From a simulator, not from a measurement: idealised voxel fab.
The name of this process module is voxel air gaps.
This is section cut - it's 225 nm across, gridded in 5 nm square cells.
Cross-section format: a grid of square cells, given as bands from top to bottom; each band is one or more rows of cells. In this notation a band is specified by the heights of its top and bottom, in that order and in nm, after which its materials appear from left to right, each paired with its width in nm. The word "all across" attached to a single material means that material fills the band from edge to edge; the word "air" stands for empty space. Heights are measured from 0, the level below which the as-received wafer is all one material; the lowest band has no bottom and continues downward, written as in "0..down". Top row gets the first number, bottom row gets the second, and each row in between changes by the same step: that is how a band width like "30 to 40" works. Where the words "remained the same" appear for a step, the cross-section shows no cell changed by that step; every cell remained as before. Under "Sealed-off cavities" you'll find the enclosed gaps, the ones with no way out to the top, that are 8 cells or bigger; each reads width x height at distance, with distance counted from the left edge, everything in nm. Step line, after settings: the simulator's comment on this step. overlay nm: step with mask; distance mask lay right of planned place; negative value = left of planned place.
This section lists the process steps that were planned
step 1: RECEIVE, material Si
step 2: CONFORMAL_DEP, material SiO2, thk nm 10
step 3: CONFORMAL_DEP, material SiCN, thk nm 5
step 4: DIRECTIONAL_DEP, material SiO2, thk nm 40
step 5: PATTERN, tone open, mask id LINES, material resist, width nm 20, pitch nm 45, thk nm 15, overlay nm 0
step 6: DIRECTIONAL_ETCH, etch materials SiO2, depth nm 40
step 7: STRIP, etch materials resist
step 8: CONFORMAL_DEP, material TiN, thk nm 5
step 9: FILL_DEP, material W, thk nm 10
step 10: CMP, height nm 55
step 11: EPI, material Ru, thk nm 10
step 12: SELECTIVE_ETCH, etch materials SiO2, depth nm 50
step 13: CONFORMAL_DEP, material SiCN, thk nm 5
Wafer as received: cross-section following step 1
> 0..down | Si all across
> Sealed-off cavities: none
first wafer at the end, as planned
> 70..65 | air=40 / SiCN=140 / air=45
> 65..55 | air=40 / SiCN=5 / Ru=40 / SiCN=5 / Ru=40 / SiCN=5 / Ru=40 / SiCN=5 / air=45
> 55..50 | air=40 / SiCN=15 / TiN=5 / W=10 / TiN=5 / SiCN=25 / TiN=5 / W=10 / TiN=5 / SiCN=25 / TiN=5 / W=10 / TiN=5 / SiCN=15 / air=45
> 50..20 | air=50 / SiCN=5 / TiN=5 / W=10 / TiN=5 / SiCN=5 / air=15 / SiCN=5 / TiN=5 / W=10 / TiN=5 / SiCN=5 / air=15 / SiCN=5 / TiN=5 / W=10 / TiN=5 / SiCN=5 / air=55
> 20..15 | SiCN=55 / TiN=20 / SiCN=25 / TiN=20 / SiCN=25 / TiN=20 / SiCN=60
> 15..10 | SiCN all across
> 10..0 | SiO2 all across
> 0..down | Si all across
> Sealed-off cavities: 15 x 30 at 80; 15 x 30 at 125
Now the second wafer, cross-sectioned at the end of the module. Nothing different at the start, nothing different in the plan compared with the first, just one mistake when it was actually run
> 70..65 | SiCN all across
> 65..55 | Ru all across
> 55..20 | W=50 / TiN=5 / SiO2=20 / TiN=5 / W=15 / TiN=5 / SiO2=20 / TiN=5 / W=15 / TiN=5 / SiO2=20 / TiN=5 / W=55
> 20..15 | TiN=55 / SiO2=20 / TiN=25 / SiO2=20 / TiN=25 / SiO2=20 / TiN=60
> 15..10 | SiCN all across
> 10..0 | SiO2 all across
> 0..down | Si all across
> Sealed-off cavities: none
Run error: the process deviated at step 5: the operation and settings actually run there were PATTERN, tone cover, mask id LINES, material resist, width nm 20, pitch nm 45, thk nm 15, overlay nm 0
at the end the second wafer has, in cells: 42 more of Ru | 76 fewer of SiCN | 96 more of SiO2 | 21 more of TiN | 147 more of W
At the end, the first wafer has 2 closed voids and the second wafer has 0.
